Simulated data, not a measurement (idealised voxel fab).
voxel lift off: a process module
Cross-section cut spans 155 nm and uses square cells 5 nm in size.
The cross-sections in this document take the form of a grid made of square cells. They are written out as bands, in order from top to bottom. Each band consists of one or more rows of cells. Read a band's entry like this: the first values are the height of its top and the height of its bottom in nm, and what follows is the sequence of materials from left to right, each with its width in nm. Note that "air" is empty space, and that a single material marked "throughout" reaches across the band from edge to edge. The level at which height equals 0 is the one under which the wafer, as it arrives, is entirely one material. No lower edge exists for the bottom band, which continues downward and is notated as in "from 0 down". When a width is written as two numbers, as in "30->40", the first number is the width in the top row of cells of the band and the second is the width in its bottom row, and the width changes by the same amount from each row to the next. The cross-section has no changed cell in any step marked "all unchanged". Empty spaces counting at least 8 cells and having no open way to the top are listed in "Enclosed cavity list". The notation width x height at distance is used for each, the distance being from the left edge and all three values in nm. Heads up: the bit after the settings on a step's line is the simulator's remark on that step. Regarding "overlay nm": on a step with a mask, it is the distance the mask lay to the right of its planned place; a negative value places it to the left.

# Listed below are the process steps as planned
step 1: RECEIVE | material Si
step 2: CONFORMAL_DEP | material SiO2 | thk nm 15
step 3: PATTERN | tone open | mask id LINES | material resist | width nm 20 | pitch nm 50 | thk nm 30 | overlay nm 0
step 4: DIRECTIONAL_DEP | material Ru | thk nm 15
step 5: STRIP | etch materials resist
step 6: CONFORMAL_DEP | material SiCN | thk nm 10

# Wafer as received: cross-section following step 1
from 0 down = Si throughout
Enclosed cavity list: none

# The cross-section shown corresponds to the wafer at the conclusion of the module. The initial structure and the process plan are those presented above; however, one mistake occurred in executing the plan
from 25 to 15 = 5 of air, then 40 of SiCN, then 10 of air, then 40 of SiCN, then 10 of air, then 40 of SiCN, then 10 of air
from 15 to 10 = 5 of air, then 10 of SiCN, then 20 of Ru, then 10 of SiCN, then 10 of air, then 10 of SiCN, then 20 of Ru, then 10 of SiCN, then 10 of air, then 10 of SiCN, then 20 of Ru, then 10 of SiCN, then 10 of air
from 10 to 0 = 15 of SiCN, then 20 of Ru, then 30 of SiCN, then 20 of Ru, then 30 of SiCN, then 20 of Ru, then 20 of SiCN
from 0 down = Si throughout
Enclosed cavity list: none
Heads up, the wafer didn't run the way we planned it: step 2 of the plan was jumped over and never run
